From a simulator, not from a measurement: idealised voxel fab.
process module | voxel transistor to metal
cross-section cut | 290 nm wide | cells 5 nm
A cross-section is a grid of square cells, given in bands from the top down. A band is one or more rows of cells.
Each band's line starts with the height of the band's top and of its bottom, in nm. Then come its materials from left to right, each with its width in nm. One material with "throughout" fills the band from edge to edge. "air" is empty space.
Height 0 is the level under which the wafer as received is all one material. The lowest band goes on downwards, as in "0 down".
A width such as "30 to 40" changes by the same amount from each row of cells to the next, from the band's top row to its bottom row.
"no change" after a step means that no cell of the cross-section changed.
closed voids: empty space of 8 cells or more with no open way to the top, each as width x height at its distance from the left edge, in nm
after a step's settings: what the simulator itself notes on the step
overlay nm, on a step with a mask: how far to the right of its planned place the mask lay; to the left if negative
Each pair below shows a cross-section before one step and the cross-section after it, down to the lowest band that changed. The line under each pair gives the step between them, with its settings. The pairs can come from different runs of this module on the same starting wafer, so a pair continues from the pair above only where its "before" says so.
before
  50 to 45: Ru throughout
  45 to 40: TiN 30 | Ru 5 | TiN 85 | Ru 5 | TiN 40 | Ru 5 | TiN 85 | Ru 5 | TiN 30
  40 to 25: SiO2 25 | TiN 5 | Ru 5 | TiN 5 | SiO2 75 | TiN 5 | Ru 5 | TiN 5 | SiO2 30 | TiN 5 | Ru 5 | TiN 5 | SiO2 75 | TiN 5 | Ru 5 | TiN 5 | SiO2 25
  25 to 10: SiO2 25 | TiN 5 | Ru 5 | TiN 5 | SiO2 5 | SiN 10 | HfO2 5 | TiN 5 | W 25 | TiN 5 | HfO2 5 | SiN 10 | SiO2 5 | TiN 5 | Ru 5 | TiN 5 | SiO2 30 | TiN 5 | Ru 5 | TiN 5 | SiO2 5 | SiN 10 | HfO2 5 | TiN 5 | W 25 | TiN 5 | HfO2 5 | SiN 10 | SiO2 5 | TiN 5 | Ru 5 | TiN 5 | SiO2 25
  10 to 5: SiO2 25 | TiN 15 | SiO2 5 | SiN 10 | HfO2 5 | TiN 35 | HfO2 5 | SiN 10 | SiO2 5 | TiN 15 | SiO2 30 | TiN 15 | SiO2 5 | SiN 10 | HfO2 5 | TiN 35 | HfO2 5 | SiN 10 | SiO2 5 | TiN 15 | SiO2 25
  5 to 0: SiO2 10 | SiN 10 | SiO2 5 | SiGe 20 | SiO2 10 | HfO2 45 | SiO2 10 | SiGe 20 | SiO2 5 | SiN 20 | SiO2 5 | SiGe 20 | SiO2 10 | HfO2 45 | SiO2 10 | SiGe 20 | SiO2 5 | SiN 10 | SiO2 10
  0 to -5: SiGe 10 | SiO2 20 | Si 95 | SiO2 40 | Si 95 | SiO2 20 | SiGe 10
  -5 down: Si throughout
  closed voids: none
after
  40 to 25: SiO2 25 | TiN 5 | Ru 5 | TiN 5 | SiO2 75 | TiN 5 | Ru 5 | TiN 5 | SiO2 30 | TiN 5 | Ru 5 | TiN 5 | SiO2 75 | TiN 5 | Ru 5 | TiN 5 | SiO2 25
  below 25: unchanged
  closed voids: none
the step between: op CMP | height nm 40
before: the cross-section after the pair above
after
  45 to 40: TiN throughout
  below 40: unchanged
  closed voids: none
the step between: op DIRECTIONAL_DEP | material TiN | thk nm 5
before: the cross-section after the pair above
after
  60 to 45: Ru throughout
  below 45: unchanged
  closed voids: none
the step between: op DIRECTIONAL_DEP | material Ru | thk nm 15
before: the cross-section after the pair above
after
  60 to 45: air 25 | Ru 15 | air 75 | Ru 15 | air 30 | Ru 15 | air 75 | Ru 15 | air 25
  below 45: unchanged
  closed voids: none
the step between: op MASKED_ETCH | tone cover | mask id METAL_1 | width nm 15 | etch materials Ru | depth nm 15 | overlay nm 0
before: the cross-section after the pair above
after
  60 to 45: air 25 | Ru 15 | air 75 | Ru 15 | air 30 | Ru 15 | air 75 | Ru 15 | air 25
  45 to 40: air 25 | TiN 15 | air 75 | TiN 15 | air 30 | TiN 15 | air 75 | TiN 15 | air 25
  below 40: unchanged
  closed voids: none
the step between: op MASKED_ETCH | tone cover | mask id METAL_1 | width nm 15 | etch materials TiN | depth nm 5 | overlay nm 0
before: the cross-section after the pair above
after
  70 to 60: lowk throughout
  60 to 45: lowk 25 | Ru 15 | lowk 75 | Ru 15 | lowk 30 | Ru 15 | lowk 75 | Ru 15 | lowk 25
  45 to 40: lowk 25 | TiN 15 | lowk 75 | TiN 15 | lowk 30 | TiN 15 | lowk 75 | TiN 15 | lowk 25
  below 40: unchanged
  closed voids: none
the step between: op FILL_DEP | material lowk | thk nm 10
before: the cross-section after the pair above
after
  60 to 45: lowk 25 | Ru 15 | lowk 75 | Ru 15 | lowk 30 | Ru 15 | lowk 75 | Ru 15 | lowk 25
  below 45: unchanged
  closed voids: none
the step between: op CMP | height nm 60
before: the cross-section after the pair above
after
  65 to 60: SiN throughout
  below 60: unchanged
  closed voids: none
the step between: op CONFORMAL_DEP | material SiN | thk nm 5
